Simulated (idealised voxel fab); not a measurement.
process module | voxel local oxidation
cross-section cut | 175 nm wide | cells 5 nm
A cross-section is a grid of square cells, given in bands from the top down. A band is one or more rows of cells.
Each band's line starts with the height of the band's top and of its bottom, in nm. Then come its materials from left to right, each with its width in nm. One material with "throughout" fills the band from edge to edge. "air" is empty space.
Height 0 is the level under which the wafer as received is all one material. The lowest band goes on downwards, as in "0 down".
A width such as "30 to 40" changes by the same amount from each row of cells to the next, from the band's top row to its bottom row.
"no change" after a step means that no cell of the cross-section changed.
closed voids: empty space of 8 cells or more with no open way to the top, each as width x height at its distance from the left edge, in nm
after a step's settings: what the simulator itself notes on the step
overlay nm, on a step with a mask: how far to the right of its planned place the mask lay; to the left if negative
plan
1 op RECEIVE | material Si
2 op CONFORMAL_DEP | material SiO2 | thk nm 5
3 op CONFORMAL_DEP | material SiN | thk nm 15
4 op MASKED_ETCH | tone cover | mask id ACTIVE | width nm 90 | etch materials SiN | depth nm 15 | overlay nm 0
5 op SELECTIVE_ETCH | etch materials SiO2 | depth nm 5
6 op OXIDIZE | depth nm 15
7 op STRIP | etch materials SiN
first wafer, as planned
as received, after step 1
  0 down: Si throughout
  closed voids: none
after step 2
  5 to 0: SiO2 throughout
  below 0: unchanged
after step 3
  20 to 5: SiN throughout
  below 5: unchanged
after step 4
  20 to 5: air 40 | SiN 90 | air 45
  below 5: unchanged
after step 5
  20 to 5: air 40 | SiN 90 | air 45
  5 to 0: air 45 | SiO2 80 | air 50
  below 0: unchanged
after step 6
  20 to 5: air 40 | SiN 90 | air 45
  5 to 0: air 45 | SiO2 80 | air 50
  0 to -15: SiO2 60 | Si 50 | SiO2 65
  below -15: unchanged
after step 7
  5 to 0: air 45 | SiO2 80 | air 50
  below 0: unchanged
second wafer: like start, like plan, one mistake. Through step 3 it matches the first wafer
when step 4 should have ended
  20 to 5: air 40 | SiN 90 | air 45
  below 5: unchanged
when step 5 should have ended
  20 to 5: air 40 | SiN 90 | air 45
  5 to 0: air 45 | SiO2 80 | air 50
  below 0: unchanged
when step 6 should have ended
  20 to 5: air 40 | SiN 90 | air 45
  5 to 0: air 45 | SiO2 80 | air 50
  0 to -15: SiO2 60 | Si 50 | SiO2 65
  below -15: unchanged
when step 7 should have ended
  5 to 0: air 45 | SiO2 80 | air 50
  below 0: unchanged
what went wrong: step 4 was run twice
at the end the two cross-sections are the same: no effect in what this model computes
